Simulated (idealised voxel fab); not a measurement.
The process module presented herein is designated voxel self aligned vias.
FYI the section here is cut, 255 nm wide, cells are 5 nm squares.
Just so we're on the same page, the cross-sections are grids of square cells, and they're listed out in bands top to bottom, each band one or more rows deep. Basically the band line says how high the top is and how high the bottom is, in nm, and then what's in it from left to right, every material with its width in nm. Empty space shows up as "air", and if a single material carries "throughout" it runs the full band edge to edge. We count height from 0. Below that, the starting wafer is all one material. The lowest band never ends at the bottom but goes on down; see "top 0, no bottom" for how that is written. Note: "30 to 40" means the width goes from the first number (top row of the band) to the second number (bottom row) in equal steps per row of cells. Where a step carries "everything unchanged", the cross-section came out of it unchanged, cell for cell. The entry titled "Enclosed internal cavities" provides the empty spaces that have no open way to the top, restricted to those of 8 cells or more. Each is presented as width x height at distance, the distance being measured from the left edge, with all three in nm. Heads up: the bit after the settings on a step's line is the simulator's remark on that step. Steps that use a mask can have "overlay nm" on their line. It says how far the mask sat to the right of where it was meant to be. Negative means to the left.

**Intended process steps**
1,RECEIVE with material Si
2,CONFORMAL_DEP with material SiO2, thk nm 10
3,CONFORMAL_DEP with material SiCN, thk nm 5
4,DIRECTIONAL_DEP with material SiO2, thk nm 25
5,MASKED_ETCH with tone open, mask id LINES, width nm 25, pitch nm 60, etch materials SiO2, depth nm 25, overlay nm 0
6,CONFORMAL_DEP with material TiN, thk nm 5
7,FILL_DEP with material W, thk nm 5
8,CMP with height nm 40
9,SELECTIVE_ETCH with etch materials W Ru TiN, depth nm 10
10,FILL_DEP with material SiN, thk nm 10
11,CMP with height nm 40
12,DIRECTIONAL_DEP with material SiO2, thk nm 20
13,MASKED_ETCH with tone open, mask id VIAS, width nm 45, pitch nm 120, etch materials SiO2, depth nm 20, overlay nm 0
14,MASKED_ETCH with tone open, mask id VIAS, width nm 45, pitch nm 120, etch materials SiN, depth nm 10, overlay nm 0
15,CONFORMAL_DEP with material TiN, thk nm 5
16,FILL_DEP with material Cu, thk nm 5
17,CMP with height nm 60
18,CONFORMAL_DEP with material SiCN, thk nm 5

**Wafer as received: cross-section following step 1**
	top 0, no bottom  Si throughout
	Enclosed internal cavities: none

**First of two wafers at the end of the module, shown in cross-section; run carried out as planned**
	top 65, bottom 60  SiCN throughout
	top 60, bottom 45  SiO2 45 nm  TiN 5 nm  Cu 35 nm  TiN 5 nm  SiO2 75 nm  TiN 5 nm  Cu 35 nm  TiN 5 nm  SiO2 45 nm
	top 45, bottom 40  SiO2 45 nm  TiN 15 nm  Cu 15 nm  TiN 15 nm  SiO2 75 nm  TiN 15 nm  Cu 15 nm  TiN 15 nm  SiO2 45 nm
	top 40, bottom 35  SiO2 55 nm  TiN 5 nm  Cu 15 nm  TiN 5 nm  SiO2 35 nm  SiN 25 nm  SiO2 35 nm  TiN 5 nm  Cu 15 nm  TiN 5 nm  SiO2 55 nm
	top 35, bottom 30  SiO2 55 nm  TiN 25 nm  SiO2 35 nm  SiN 25 nm  SiO2 35 nm  TiN 25 nm  SiO2 55 nm
	top 30, bottom 20  SiO2 55 nm  TiN 5 nm  W 15 nm  TiN 5 nm  SiO2 35 nm  TiN 5 nm  W 15 nm  TiN 5 nm  SiO2 35 nm  TiN 5 nm  W 15 nm  TiN 5 nm  SiO2 55 nm
	top 20, bottom 15  SiO2 55 nm  TiN 25 nm  SiO2 35 nm  TiN 25 nm  SiO2 35 nm  TiN 25 nm  SiO2 55 nm
	top 15, bottom 10  SiCN throughout
	top 10, bottom 0  SiO2 throughout
	top 0, no bottom  Si throughout
	Enclosed internal cavities: none

**second wafer at the end: like start, like plan, one mistake**
	top 65, bottom 60  SiCN throughout
	top 60, bottom 45  SiO2 45 nm  TiN 5 nm  Cu 35 nm  TiN 5 nm  SiO2 75 nm  TiN 5 nm  Cu 35 nm  TiN 5 nm  SiO2 45 nm
	top 45, bottom 40  SiO2 45 nm  TiN 45 nm  SiO2 75 nm  TiN 45 nm  SiO2 45 nm
	top 40, bottom 30  SiN 45 nm  TiN 10 nm  SiO2 25 nm  TiN 10 nm  SiN 25 nm  SiO2 25 nm  SiN 25 nm  TiN 10 nm  SiO2 25 nm  TiN 10 nm  SiN 45 nm
	top 30, bottom 20  W 50 nm  TiN 5 nm  SiO2 25 nm  TiN 5 nm  W 25 nm  TiN 5 nm  SiO2 25 nm  TiN 5 nm  W 25 nm  TiN 5 nm  SiO2 25 nm  TiN 5 nm  W 50 nm
	top 20, bottom 15  TiN 55 nm  SiO2 25 nm  TiN 35 nm  SiO2 25 nm  TiN 35 nm  SiO2 25 nm  TiN 55 nm
	top 15, bottom 10  SiCN throughout
	top 10, bottom 0  SiO2 throughout
	top 0, no bottom  Si throughout
	Enclosed internal cavities: none
What was done differently from what was planned? note that step 5 departed from the planned setting and was carried out as MASKED_ETCH with tone cover, mask id LINES, width nm 25, pitch nm 60, etch materials SiO2, depth nm 25, overlay nm 0
The final cell counts differ between the wafers, with the second having more or fewer of some materials than the first: -12 Cu; +46 SiN; -105 SiO2; +29 TiN; +42 W
